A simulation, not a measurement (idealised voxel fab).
Process module name: voxel fin reveal
Cross-section cut: width 155 nm, square cells of 5 nm.
How to read a cross-section here: the picture is a grid of square cells, written as bands going from the top down, and any band can span one or more rows of cells. Within each band entry, the heights of the top and of the bottom of the band appear first, in that order and in nm; the materials of the band then follow from left to right, each with its corresponding width in nm. The designation "throughout" on a single material indicates that it fills the band from edge to edge; the designation "blank" indicates empty space. A quick word on heights: they are counted from 0, and under that level the wafer as it came to us is one material throughout. The lowest band is different from the rest in having no bottom; it simply continues downward, written as in "0 -> down". Quick explanation for "30 to 40": the width changes in equal steps down the rows of cells, from the first number in the band's top row to the second number in its bottom row. Where the words "nothing got changed" appear for a step, the cross-section shows no cell changed by that step; every cell remained as before. "Trapped void list" enumerates empty spaces isolated from the top, with no open way to it, that contain at least 8 cells, giving each as width x height at distance from the left edge, all three in nm. Post-settings text on a step line: simulator's own remark regarding the step. Each step line may optionally specify "overlay nm", which for a step with a mask gives the rightward distance between the mask's planned place and where it lay, a negative value indicating the leftward direction. In what follows, pairs of cross-sections are presented, each taken before and after one process step, with the after cross-section shown only down to the lowest band that was altered; the step, together with its settings, is stated below the pair. The pairs may stem from different runs of this module on the same starting wafer; accordingly, a pair should be taken as continuing from the one above it solely where its entry headed "Structure before processing" indicates as much.
-- Structure before processing
* 0 -> down  Si throughout
* Trapped void list: none
-- Section, Post-Step
* 5 -> 0  SiN throughout
* Whatever lies below 0 is exactly as it was before.
* Trapped void list: none
The transition between the preceding cross-sections is accomplished by CONFORMAL_DEP | material SiN | thk nm 5
Structure before processing: the after view from the pair directly above serves as the before view here.
-- Section, Post-Step
* 5 -> 0  30 nm blank; 15 nm SiN; 25 nm blank; 15 nm SiN; 25 nm blank; 15 nm SiN; 30 nm blank
* Whatever lies below 0 is exactly as it was before.
* Trapped void list: none
The transition between the preceding cross-sections is accomplished by MASKED_ETCH | tone cover | mask id FINS | width nm 15 | pitch nm 40 | etch materials SiN | depth nm 5 | overlay nm 0
Structure before processing: the after view from the pair directly above serves as the before view here.
-- Section, Post-Step
* 5 -> 0  30 nm blank; 15 nm SiN; 25 nm blank; 15 nm SiN; 25 nm blank; 15 nm SiN; 30 nm blank
* 0 -> -35  30 nm blank; 15 nm Si; 25 nm blank; 15 nm Si; 25 nm blank; 15 nm Si; 30 nm blank
* Whatever lies below -35 is exactly as it was before.
* Trapped void list: none
The transition between the preceding cross-sections is accomplished by MASKED_ETCH | tone cover | mask id FINS | width nm 15 | pitch nm 40 | etch materials Si | depth nm 35 | overlay nm 0
Structure before processing: the after view from the pair directly above serves as the before view here.
-- Section, Post-Step
* 5 -> 0  30 nm blank; 15 nm SiN; 25 nm blank; 15 nm SiN; 25 nm blank; 15 nm SiN; 30 nm blank
* 0 -> -35  30 nm blank; 5 nm SiO2; 5 nm Si; 5 nm SiO2; 25 nm blank; 5 nm SiO2; 5 nm Si; 5 nm SiO2; 25 nm blank; 5 nm SiO2; 5 nm Si; 5 nm SiO2; 30 nm blank
* -35 -> -40  35 nm SiO2; 5 nm Si; 35 nm SiO2; 5 nm Si; 35 nm SiO2; 5 nm Si; 35 nm SiO2
* Whatever lies below -40 is exactly as it was before.
* Trapped void list: none
The transition between the preceding cross-sections is accomplished by OXIDIZE | depth nm 5
Structure before processing: the after view from the pair directly above serves as the before view here.
-- Section, Post-Step
* 15 -> 5  SiO2 throughout
* 5 -> 0  30 nm SiO2; 15 nm SiN; 25 nm SiO2; 15 nm SiN; 25 nm SiO2; 15 nm SiN; 30 nm SiO2
* 0 -> -40  35 nm SiO2; 5 nm Si; 35 nm SiO2; 5 nm Si; 35 nm SiO2; 5 nm Si; 35 nm SiO2
* Whatever lies below -40 is exactly as it was before.
* Trapped void list: none
The transition between the preceding cross-sections is accomplished by FILL_DEP | material SiO2 | thk nm 10
Structure before processing: the after view from the pair directly above serves as the before view here.
-- Section, Post-Step
* 5 -> 0  30 nm SiO2; 15 nm SiN; 25 nm SiO2; 15 nm SiN; 25 nm SiO2; 15 nm SiN; 30 nm SiO2
* Whatever lies below 0 is exactly as it was before.
* Trapped void list: none
The transition between the preceding cross-sections is accomplished by CMP | height nm 5
Structure before processing: the after view from the pair directly above serves as the before view here.
-- Section, Post-Step
* 5 -> 0  30 nm blank; 15 nm SiN; 25 nm blank; 15 nm SiN; 25 nm blank; 15 nm SiN; 30 nm blank
* 0 -> -25  35 nm blank; 5 nm Si; 35 nm blank; 5 nm Si; 35 nm blank; 5 nm Si; 35 nm blank
* Whatever lies below -25 is exactly as it was before.
* Trapped void list: none
The transition between the preceding cross-sections is accomplished by SELECTIVE_ETCH | etch materials SiO2 | depth nm 30
Structure before processing: the after view from the pair directly above serves as the before view here.
-- Section, Post-Step
* 0 -> -25  35 nm blank; 5 nm Si; 35 nm blank; 5 nm Si; 35 nm blank; 5 nm Si; 35 nm blank
* Whatever lies below -25 is exactly as it was before.
* Trapped void list: none
The transition between the preceding cross-sections is accomplished by STRIP | etch materials SiN
-- Structure before processing
* 0 -> down  Si throughout
* Trapped void list: none
-- Section, Post-Step
* 0 -> -35  30 nm blank; 15 nm Si; 25 nm blank; 15 nm Si; 25 nm blank; 15 nm Si; 30 nm blank
* Whatever lies below -35 is exactly as it was before.
* Trapped void list: none
The transition between the preceding cross-sections is accomplished by MASKED_ETCH | tone cover | mask id FINS | width nm 15 | pitch nm 40 | etch materials Si | depth nm 35 | overlay nm 0
Structure before processing: the after view from the pair directly above serves as the before view here.
-- Section, Post-Step
* 0 -> -5  30 nm blank; 15 nm SiO2; 25 nm blank; 15 nm SiO2; 25 nm blank; 15 nm SiO2; 30 nm blank
* -5 -> -35  30 nm blank; 5 nm SiO2; 5 nm Si; 5 nm SiO2; 25 nm blank; 5 nm SiO2; 5 nm Si; 5 nm SiO2; 25 nm blank; 5 nm SiO2; 5 nm Si; 5 nm SiO2; 30 nm blank
* -35 -> -40  35 nm SiO2; 5 nm Si; 35 nm SiO2; 5 nm Si; 35 nm SiO2; 5 nm Si; 35 nm SiO2
* Whatever lies below -40 is exactly as it was before.
* Trapped void list: none
The transition between the preceding cross-sections is accomplished by OXIDIZE | depth nm 5
Structure before processing: the after view from the pair directly above serves as the before view here.
-- Section, Post-Step
* 10 -> -5  SiO2 throughout
* -5 -> -40  35 nm SiO2; 5 nm Si; 35 nm SiO2; 5 nm Si; 35 nm SiO2; 5 nm Si; 35 nm SiO2
* Whatever lies below -40 is exactly as it was before.
* Trapped void list: none
The transition between the preceding cross-sections is accomplished by FILL_DEP | material SiO2 | thk nm 10
Structure before processing: the after view from the pair directly above serves as the before view here.
-- Section, Post-Step
* 5 -> -5  SiO2 throughout
* Whatever lies below -5 is exactly as it was before.
* Trapped void list: none
The transition between the preceding cross-sections is accomplished by CMP | height nm 5
Structure before processing: the after view from the pair directly above serves as the before view here.
-- Section, Post-Step
* -5 -> -25  35 nm blank; 5 nm Si; 35 nm blank; 5 nm Si; 35 nm blank; 5 nm Si; 35 nm blank
* Whatever lies below -25 is exactly as it was before.
* Trapped void list: none
The transition between the preceding cross-sections is accomplished by SELECTIVE_ETCH | etch materials SiO2 | depth nm 30
-- Structure before processing
* 5 -> 0  30 nm blank; 15 nm SiN; 25 nm blank; 15 nm SiN; 25 nm blank; 15 nm SiN; 30 nm blank
* 0 -> -25  35 nm blank; 5 nm Si; 35 nm blank; 5 nm Si; 35 nm blank; 5 nm Si; 35 nm blank
* -25 -> -40  35 nm SiO2; 5 nm Si; 35 nm SiO2; 5 nm Si; 35 nm SiO2; 5 nm Si; 35 nm SiO2
* -40 -> down  Si throughout
* Trapped void list: none
-- Section, Post-Step
* 5 -> 0  30 nm blank; 15 nm SiN; 25 nm blank; 15 nm SiN; 25 nm blank; 15 nm SiN; 30 nm blank
* 0 -> -40  35 nm blank; 5 nm Si; 35 nm blank; 5 nm Si; 35 nm blank; 5 nm Si; 35 nm blank
* Whatever lies below -40 is exactly as it was before.
* Trapped void list: none
The transition between the preceding cross-sections is accomplished by SELECTIVE_ETCH | etch materials SiO2 | depth nm 30
Structure before processing: the after view from the pair directly above serves as the before view here.
-- Section, Post-Step
* 0 -> -40  35 nm blank; 5 nm Si; 35 nm blank; 5 nm Si; 35 nm blank; 5 nm Si; 35 nm blank
* Whatever lies below -40 is exactly as it was before.
* Trapped void list: none
The transition between the preceding cross-sections is accomplished by STRIP | etch materials SiN
-- Structure before processing
* 5 -> 0  30 nm blank; 15 nm SiN; 25 nm blank; 15 nm SiN; 25 nm blank; 15 nm SiN; 30 nm blank
* 0 -> down  Si throughout
* Trapped void list: none
-- Section, Post-Step
* 5 -> 0  30 nm blank; 15 nm SiN; 25 nm blank; 15 nm SiN; 25 nm blank; 15 nm SiN; 30 nm blank
* 0 -> -45  30 nm blank; 15 nm Si; 25 nm blank; 15 nm Si; 25 nm blank; 15 nm Si; 30 nm blank
* Whatever lies below -45 is exactly as it was before.
* Trapped void list: none
The transition between the preceding cross-sections is accomplished by MASKED_ETCH | tone cover | mask id FINS | width nm 15 | pitch nm 40 | etch materials Si | depth nm 45 | overlay nm 0
Structure before processing: the after view from the pair directly above serves as the before view here.
-- Section, Post-Step
* 5 -> 0  30 nm blank; 15 nm SiN; 25 nm blank; 15 nm SiN; 25 nm blank; 15 nm SiN; 30 nm blank
* 0 -> -45  30 nm blank; 5 nm SiO2; 5 nm Si; 5 nm SiO2; 25 nm blank; 5 nm SiO2; 5 nm Si; 5 nm SiO2; 25 nm blank; 5 nm SiO2; 5 nm Si; 5 nm SiO2; 30 nm blank
* -45 -> -50  35 nm SiO2; 5 nm Si; 35 nm SiO2; 5 nm Si; 35 nm SiO2; 5 nm Si; 35 nm SiO2
* Whatever lies below -50 is exactly as it was before.
* Trapped void list: none
The transition between the preceding cross-sections is accomplished by OXIDIZE | depth nm 5
Structure before processing: the after view from the pair directly above serves as the before view here.
-- Section, Post-Step
* 15 -> 5  SiO2 throughout
* 5 -> 0  30 nm SiO2; 15 nm SiN; 25 nm SiO2; 15 nm SiN; 25 nm SiO2; 15 nm SiN; 30 nm SiO2
* 0 -> -50  35 nm SiO2; 5 nm Si; 35 nm SiO2; 5 nm Si; 35 nm SiO2; 5 nm Si; 35 nm SiO2
* Whatever lies below -50 is exactly as it was before.
* Trapped void list: none
The transition between the preceding cross-sections is accomplished by FILL_DEP | material SiO2 | thk nm 10
Structure before processing: the after view from the pair directly above serves as the before view here.
-- Section, Post-Step
* 5 -> 0  30 nm SiO2; 15 nm SiN; 25 nm SiO2; 15 nm SiN; 25 nm SiO2; 15 nm SiN; 30 nm SiO2
* Whatever lies below 0 is exactly as it was before.
* Trapped void list: none
The transition between the preceding cross-sections is accomplished by CMP | height nm 5
Structure before processing: the after view from the pair directly above serves as the before view here.
-- Section, Post-Step
* 5 -> 0  30 nm blank; 15 nm SiN; 25 nm blank; 15 nm SiN; 25 nm blank; 15 nm SiN; 30 nm blank
* 0 -> -25  35 nm blank; 5 nm Si; 35 nm blank; 5 nm Si; 35 nm blank; 5 nm Si; 35 nm blank
* Whatever lies below -25 is exactly as it was before.
* Trapped void list: none
The transition between the preceding cross-sections is accomplished by SELECTIVE_ETCH | etch materials SiO2 | depth nm 30
Structure before processing: the after view from the pair directly above serves as the before view here.
-- Section, Post-Step
* 0 -> -25  35 nm blank; 5 nm Si; 35 nm blank; 5 nm Si; 35 nm blank; 5 nm Si; 35 nm blank
* Whatever lies below -25 is exactly as it was before.
* Trapped void list: none
The transition between the preceding cross-sections is accomplished by STRIP | etch materials SiN
-- Structure before processing
* 5 -> 0  SiN throughout
* 0 -> down  Si throughout
* Trapped void list: none
-- Section, Post-Step
* 5 -> 0  25 nm blank; 25 nm SiN; 15 nm blank; 25 nm SiN; 15 nm blank; 25 nm SiN; 25 nm blank
* Whatever lies below 0 is exactly as it was before.
* Trapped void list: none
The transition between the preceding cross-sections is accomplished by MASKED_ETCH | tone cover | mask id FINS | width nm 25 | pitch nm 40 | etch materials SiN | depth nm 5 | overlay nm 0
Structure before processing: the after view from the pair directly above serves as the before view here.
-- Section, Post-Step
* 5 -> 0  25 nm blank; 25 nm SiN; 15 nm blank; 25 nm SiN; 15 nm blank; 25 nm SiN; 25 nm blank
* 0 -> -35  25 nm blank; 25 nm Si; 15 nm blank; 25 nm Si; 15 nm blank; 25 nm Si; 25 nm blank
* Whatever lies below -35 is exactly as it was before.
* Trapped void list: none
The transition between the preceding cross-sections is accomplished by MASKED_ETCH | tone cover | mask id FINS | width nm 15 | pitch nm 40 | etch materials Si | depth nm 35 | overlay nm 0
Structure before processing: the after view from the pair directly above serves as the before view here.
-- Section, Post-Step
* 5 -> 0  25 nm blank; 25 nm SiN; 15 nm blank; 25 nm SiN; 15 nm blank; 25 nm SiN; 25 nm blank
* 0 -> -35  25 nm blank; 5 nm SiO2; 15 nm Si; 5 nm SiO2; 15 nm blank; 5 nm SiO2; 15 nm Si; 5 nm SiO2; 15 nm blank; 5 nm SiO2; 15 nm Si; 5 nm SiO2; 25 nm blank
* -35 -> -40  30 nm SiO2; 15 nm Si; 25 nm SiO2; 15 nm Si; 25 nm SiO2; 15 nm Si; 30 nm SiO2
* Whatever lies below -40 is exactly as it was before.
* Trapped void list: none
The transition between the preceding cross-sections is accomplished by OXIDIZE | depth nm 5
Structure before processing: the after view from the pair directly above serves as the before view here.
-- Section, Post-Step
* 15 -> 5  SiO2 throughout
* 5 -> 0  25 nm SiO2; 25 nm SiN; 15 nm SiO2; 25 nm SiN; 15 nm SiO2; 25 nm SiN; 25 nm SiO2
* 0 -> -40  30 nm SiO2; 15 nm Si; 25 nm SiO2; 15 nm Si; 25 nm SiO2; 15 nm Si; 30 nm SiO2
* Whatever lies below -40 is exactly as it was before.
* Trapped void list: none
The transition between the preceding cross-sections is accomplished by FILL_DEP | material SiO2 | thk nm 10
Structure before processing: the after view from the pair directly above serves as the before view here.
-- Section, Post-Step
* 5 -> 0  25 nm SiO2; 25 nm SiN; 15 nm SiO2; 25 nm SiN; 15 nm SiO2; 25 nm SiN; 25 nm SiO2
* Whatever lies below 0 is exactly as it was before.
* Trapped void list: none
The transition between the preceding cross-sections is accomplished by CMP | height nm 5
Structure before processing: the after view from the pair directly above serves as the before view here.
-- Section, Post-Step
* 5 -> 0  25 nm blank; 25 nm SiN; 15 nm blank; 25 nm SiN; 15 nm blank; 25 nm SiN; 25 nm blank
* 0 -> -25  30 nm blank; 15 nm Si; 25 nm blank; 15 nm Si; 25 nm blank; 15 nm Si; 30 nm blank
* Whatever lies below -25 is exactly as it was before.
* Trapped void list: none
The transition between the preceding cross-sections is accomplished by SELECTIVE_ETCH | etch materials SiO2 | depth nm 30
Structure before processing: the after view from the pair directly above serves as the before view here.
-- Section, Post-Step
* 0 -> -25  30 nm blank; 15 nm Si; 25 nm blank; 15 nm Si; 25 nm blank; 15 nm Si; 30 nm blank
* Whatever lies below -25 is exactly as it was before.
* Trapped void list: none
The transition between the preceding cross-sections is accomplished by STRIP | etch materials SiN
-- Structure before processing
* 5 -> 0  SiN throughout
* 0 -> down  Si throughout
* Trapped void list: none
-- Section, Post-Step
* 5 -> 0  20 nm blank; 15 nm SiN; 25 nm blank; 15 nm SiN; 25 nm blank; 15 nm SiN; 40 nm blank
* Whatever lies below 0 is exactly as it was before.
* Trapped void list: none
The transition between the preceding cross-sections is accomplished by MASKED_ETCH | tone cover | mask id FINS | width nm 15 | pitch nm 40 | etch materials SiN | depth nm 5 | overlay nm -10
Structure before processing: the after view from the pair directly above serves as the before view here.
-- Section, Post-Step
* 5 -> 0  20 nm blank; 15 nm SiN; 25 nm blank; 15 nm SiN; 25 nm blank; 15 nm SiN; 40 nm blank
* 0 -> -35  20 nm blank; 25 nm Si; 15 nm blank; 25 nm Si; 15 nm blank; 25 nm Si; 30 nm blank
* Whatever lies below -35 is exactly as it was before.
* Trapped void list: none
The transition between the preceding cross-sections is accomplished by MASKED_ETCH | tone cover | mask id FINS | width nm 15 | pitch nm 40 | etch materials Si | depth nm 35 | overlay nm 0
Structure before processing: the after view from the pair directly above serves as the before view here.
-- Section, Post-Step
* 5 -> 0  20 nm blank; 15 nm SiN; 25 nm blank; 15 nm SiN; 25 nm blank; 15 nm SiN; 40 nm blank
* 0 -> -5  20 nm blank; 5 nm SiO2; 5 nm Si; 15 nm SiO2; 15 nm blank; 5 nm SiO2; 5 nm Si; 15 nm SiO2; 15 nm blank; 5 nm SiO2; 5 nm Si; 15 nm SiO2; 30 nm blank
* -5 -> -35  20 nm blank; 5 nm SiO2; 15 nm Si; 5 nm SiO2; 15 nm blank; 5 nm SiO2; 15 nm Si; 5 nm SiO2; 15 nm blank; 5 nm SiO2; 15 nm Si; 5 nm SiO2; 30 nm blank
* -35 -> -40  25 nm SiO2; 15 nm Si; 25 nm SiO2; 15 nm Si; 25 nm SiO2; 15 nm Si; 35 nm SiO2
* Whatever lies below -40 is exactly as it was before.
* Trapped void list: none
The transition between the preceding cross-sections is accomplished by OXIDIZE | depth nm 5
Structure before processing: the after view from the pair directly above serves as the before view here.
-- Section, Post-Step
* 15 -> 5  SiO2 throughout
* 5 -> 0  20 nm SiO2; 15 nm SiN; 25 nm SiO2; 15 nm SiN; 25 nm SiO2; 15 nm SiN; 40 nm SiO2
* 0 -> -5  25 nm SiO2; 5 nm Si; 35 nm SiO2; 5 nm Si; 35 nm SiO2; 5 nm Si; 45 nm SiO2
* -5 -> -40  25 nm SiO2; 15 nm Si; 25 nm SiO2; 15 nm Si; 25 nm SiO2; 15 nm Si; 35 nm SiO2
* Whatever lies below -40 is exactly as it was before.
* Trapped void list: none
The transition between the preceding cross-sections is accomplished by FILL_DEP | material SiO2 | thk nm 10
Structure before processing: the after view from the pair directly above serves as the before view here.
-- Section, Post-Step
* 5 -> 0  20 nm SiO2; 15 nm SiN; 25 nm SiO2; 15 nm SiN; 25 nm SiO2; 15 nm SiN; 40 nm SiO2
* Whatever lies below 0 is exactly as it was before.
* Trapped void list: none
The transition between the preceding cross-sections is accomplished by CMP | height nm 5
Structure before processing: the after view from the pair directly above serves as the before view here.
-- Section, Post-Step
* 5 -> 0  20 nm blank; 15 nm SiN; 25 nm blank; 15 nm SiN; 25 nm blank; 15 nm SiN; 40 nm blank
* 0 -> -5  25 nm blank; 5 nm Si; 35 nm blank; 5 nm Si; 35 nm blank; 5 nm Si; 45 nm blank
* -5 -> -25  25 nm blank; 15 nm Si; 25 nm blank; 15 nm Si; 25 nm blank; 15 nm Si; 35 nm blank
* Whatever lies below -25 is exactly as it was before.
* Trapped void list: none
The transition between the preceding cross-sections is accomplished by SELECTIVE_ETCH | etch materials SiO2 | depth nm 30
Structure before processing: the after view from the pair directly above serves as the before view here.
-- Section, Post-Step
* 0 -> -5  25 nm blank; 5 nm Si; 35 nm blank; 5 nm Si; 35 nm blank; 5 nm Si; 45 nm blank
* Whatever lies below -5 is exactly as it was before.
* Trapped void list: none
The transition between the preceding cross-sections is accomplished by STRIP | etch materials SiN
-- Structure before processing
* 5 -> 0  30 nm blank; 15 nm SiN; 25 nm blank; 15 nm SiN; 25 nm blank; 15 nm SiN; 30 nm blank
* 0 -> -25  35 nm blank; 5 nm Si; 35 nm blank; 5 nm Si; 35 nm blank; 5 nm Si; 35 nm blank
* -25 -> -40  35 nm SiO2; 5 nm Si; 35 nm SiO2; 5 nm Si; 35 nm SiO2; 5 nm Si; 35 nm SiO2
* -40 -> down  Si throughout
* Trapped void list: none
-- Section, Post-Step
* 5 -> 0  30 nm blank; 15 nm SiN; 25 nm blank; 15 nm SiN; 25 nm blank; 15 nm SiN; 30 nm blank
* 0 -> -40  35 nm blank; 5 nm Si; 35 nm blank; 5 nm Si; 35 nm blank; 5 nm Si; 35 nm blank
* Whatever lies below -40 is exactly as it was before.
* Trapped void list: none
The transition between the preceding cross-sections is accomplished by STRIP | etch materials SiO2
-- Structure before processing
* 5 -> 0  SiN throughout
* 0 -> down  Si throughout
* Trapped void list: none
-- Section, Post-Step
* 5 -> 0  30 nm SiN; 15 nm blank; 25 nm SiN; 15 nm blank; 25 nm SiN; 15 nm blank; 30 nm SiN
* Whatever lies below 0 is exactly as it was before.
* Trapped void list: none
The transition between the preceding cross-sections is accomplished by MASKED_ETCH | tone open | mask id FINS | width nm 15 | pitch nm 40 | etch materials SiN | depth nm 5 | overlay nm 0
Structure before processing: the after view from the pair directly above serves as the before view here.
-- Section, Post-Step
* 5 -> 0  30 nm SiN; 15 nm blank; 25 nm SiN; 15 nm blank; 25 nm SiN; 15 nm blank; 30 nm SiN
* 0 -> -5  25 nm Si; 25 nm SiO2; 15 nm Si; 25 nm SiO2; 15 nm Si; 25 nm SiO2; 25 nm Si
* Whatever lies below -5 is exactly as it was before.
* Trapped void list: none
The transition between the preceding cross-sections is accomplished by OXIDIZE | depth nm 5
Structure before processing: the after view from the pair directly above serves as the before view here.
-- Section, Post-Step
* 15 -> 5  SiO2 throughout
* 5 -> 0  30 nm SiN; 15 nm SiO2; 25 nm SiN; 15 nm SiO2; 25 nm SiN; 15 nm SiO2; 30 nm SiN
* Whatever lies below 0 is exactly as it was before.
* Trapped void list: none
The transition between the preceding cross-sections is accomplished by FILL_DEP | material SiO2 | thk nm 10
Structure before processing: the after view from the pair directly above serves as the before view here.
-- Section, Post-Step
* 5 -> 0  30 nm SiN; 15 nm SiO2; 25 nm SiN; 15 nm SiO2; 25 nm SiN; 15 nm SiO2; 30 nm SiN
* Whatever lies below 0 is exactly as it was before.
* Trapped void list: none
The transition between the preceding cross-sections is accomplished by CMP | height nm 5
Structure before processing: the after view from the pair directly above serves as the before view here.
-- Section, Post-Step
* 5 -> 0  30 nm SiN; 15 nm blank; 25 nm SiN; 15 nm blank; 25 nm SiN; 15 nm blank; 30 nm SiN
* 0 -> -5  25 nm Si; 25 nm blank; 15 nm Si; 25 nm blank; 15 nm Si; 25 nm blank; 25 nm Si
* Whatever lies below -5 is exactly as it was before.
* Trapped void list: none
The transition between the preceding cross-sections is accomplished by SELECTIVE_ETCH | etch materials SiO2 | depth nm 30
Structure before processing: the after view from the pair directly above serves as the before view here.
-- Section, Post-Step
* 0 -> -5  25 nm Si; 25 nm blank; 15 nm Si; 25 nm blank; 15 nm Si; 25 nm blank; 25 nm Si
* Whatever lies below -5 is exactly as it was before.
* Trapped void list: none
The transition between the preceding cross-sections is accomplished by STRIP | etch materials SiN
